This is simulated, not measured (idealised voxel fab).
process module | voxel plated lines
cross-section cut | 180 nm wide | cells 5 nm
A cross-section is a grid of square cells, given in bands from the top down. A band is one or more rows of cells.
Each band's line starts with the height of the band's top and of its bottom, in nm. Then come its materials from left to right, each with its width in nm. One material with "throughout" fills the band from edge to edge. "air" is empty space.
Height 0 is the level under which the wafer as received is all one material. The lowest band goes on downwards, as in "0 down".
A width such as "30 to 40" changes by the same amount from each row of cells to the next, from the band's top row to its bottom row.
"no change" after a step means that no cell of the cross-section changed.
closed voids: empty space of 8 cells or more with no open way to the top, each as width x height at its distance from the left edge, in nm
after a step's settings: what the simulator itself notes on the step
overlay nm, on a step with a mask: how far to the right of its planned place the mask lay; to the left if negative
plan
1 op RECEIVE | material Si
2 op CONFORMAL_DEP | material Al2O3 | thk nm 15
3 op DIRECTIONAL_DEP | material TiN | thk nm 5
4 op PATTERN | tone open | mask id LINES | material resist | width nm 15 | pitch nm 35 | thk nm 25 | overlay nm 0
5 op EPI | material Ru | thk nm 10
6 op EPI | material Ru | thk nm 10
7 op STRIP | etch materials resist
8 op DIRECTIONAL_ETCH | etch materials TiN | depth nm 5
9 op CONFORMAL_DEP | material SiO2 | thk nm 10
as received, after step 1
  0 down: Si throughout
  closed voids: none
first wafer at the end, as planned
  50 to 40: air 55 | SiO2 70 | air 55
  40 to 25: air 55 | SiO2 10 | Ru 15 | SiO2 20 | Ru 15 | SiO2 10 | air 55
  25 to 20: SiO2 65 | Ru 15 | SiO2 20 | Ru 15 | SiO2 65
  20 to 15: SiO2 65 | TiN 15 | SiO2 20 | TiN 15 | SiO2 65
  15 to 0: Al2O3 throughout
  0 down: Si throughout
  closed voids: none
second wafer at the end: like start, like plan, one mistake
  25 to 15: SiO2 throughout
  15 to 0: Al2O3 throughout
  0 down: Si throughout
  closed voids: none
what went wrong: step 3 was left out
at the end the second wafer has, in cells: 24 fewer of Ru | 40 fewer of SiO2 | 6 fewer of TiN
